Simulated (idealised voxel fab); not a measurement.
The process module presented herein is designated voxel gate over fins.
It is cross-section cut that appears here, measuring 155 nm in width, its square cells being 5 nm in size.
Cross-section, as written here: a square-cell grid given band by band from the top down, where a band holds one or more rows of cells. First you get the band's top height and its bottom height, in nm, and then the materials it's made of, left to right, with each width in nm. If you see a single material with "full width", that one covers the band edge to edge. "air" is empty space. It should be noted that heights are counted from 0, beneath which the wafer as supplied is of one material throughout, and that the lowest band possesses no lower boundary but continues downward, as written in "top 0, no bottom". Graded width ("30->40"): value in top row of band = first number; value in bottom row = second number; row-to-row change constant. Take "no alterations made" at face value: in the step it is given for, the cross-section changed in none of its cells. So "Closed void register" is basically the list of trapped voids: any empty space of 8 cells or more that can't reach the top through an opening. They're written width x height at distance, the distance being from the left edge, and it's all nm. It should be noted that, on the line of a given step, the content following the step's settings is a remark produced by the simulator itself with respect to that step. "overlay nm" denotes, for a step that has a mask, the displacement of the mask to the right of its planned place, with negative values corresponding to the left.
-- The planned process steps are enumerated hereunder
| 1 | RECEIVE [material Si] |
| 2 | CONFORMAL_DEP [material SiN] [thk nm 5] |
| 3 | MASKED_ETCH [tone cover] [mask id FINS] [width nm 15] [pitch nm 50] [etch materials SiN] [depth nm 5] [overlay nm 0] |
| 4 | MASKED_ETCH [tone cover] [mask id FINS] [width nm 15] [pitch nm 50] [etch materials Si] [depth nm 30] [overlay nm 0] |
| 5 | FILL_DEP [material SiO2] [thk nm 5] |
| 6 | CMP [height nm 5] |
| 7 | DIRECTIONAL_DEP [material aC] [thk nm 10] |
| 8 | PATTERN [tone open] [mask id RAIL] [material resist] [width nm 15] [thk nm 30] [overlay nm 0] |
| 9 | DIRECTIONAL_ETCH [etch materials aC] [depth nm 10] |
| 10 | STRIP [etch materials resist] |
| 11 | DIRECTIONAL_ETCH [etch materials SiO2] [depth nm 30] |
| 12 | STRIP [etch materials aC] |
| 13 | CONFORMAL_DEP [material TiN] [thk nm 5] |
| 14 | FILL_DEP [material W] [thk nm 10] |
| 15 | CMP [height nm 5] |
| 16 | SELECTIVE_ETCH [etch materials W Ru TiN] [depth nm 20] |
| 17 | FILL_DEP [material SiO2] [thk nm 5] |
| 18 | CMP [height nm 5] |
| 19 | SELECTIVE_ETCH [etch materials SiO2] [depth nm 15] |
| 20 | STRIP [etch materials SiN] |
| 21 | CONFORMAL_DEP [material HfO2] [thk nm 5] |
| 22 | CONFORMAL_DEP [material TiN] [thk nm 5] |
| 23 | FILL_DEP [material W] [thk nm 10] |
| 24 | CMP [height nm 15] |
| 25 | CONFORMAL_DEP [material SiCN] [thk nm 10] |
-- Cross-section of the wafer at receipt, which is the condition after step 1
* top 0, no bottom  Si full width
* Closed void register: none
-- Here's the wafer cut in cross-section after the module, started and planned just like above, except one thing was done wrong in the run
* top 25, bottom 15  SiCN full width
* top 15, bottom 5  W full width
* top 5, bottom 0  W 15  TiN 25  W 25  TiN 25  W 25  TiN 25  W 15
* top 0, bottom -5  W 15  TiN 5  Si 15  TiN 5  W 25  TiN 5  Si 15  TiN 5  W 25  TiN 5  Si 15  TiN 5  W 15
* top -5, bottom -10  TiN 20  Si 15  TiN 35  Si 15  TiN 35  Si 15  TiN 20
* top -10, bottom -15  SiO2 20  Si 15  SiO2 35  Si 15  SiO2 35  Si 15  SiO2 20
* top -15, bottom -20  SiO2 20  Si 15  SiO2 10  TiN 5  W 5  TiN 5  SiO2 10  Si 15  SiO2 35  Si 15  SiO2 20
* top -20, bottom -25  SiO2 20  Si 15  SiO2 10  TiN 15  SiO2 10  Si 15  SiO2 35  Si 15  SiO2 20
* top -25, bottom -30  SiO2 20  Si 15  SiO2 35  Si 15  SiO2 35  Si 15  SiO2 20
* top -30, no bottom  Si full width
* Closed void register: none
It is concluded that the wafer was processed incorrectly with respect to the plan, in that step 21 was left out
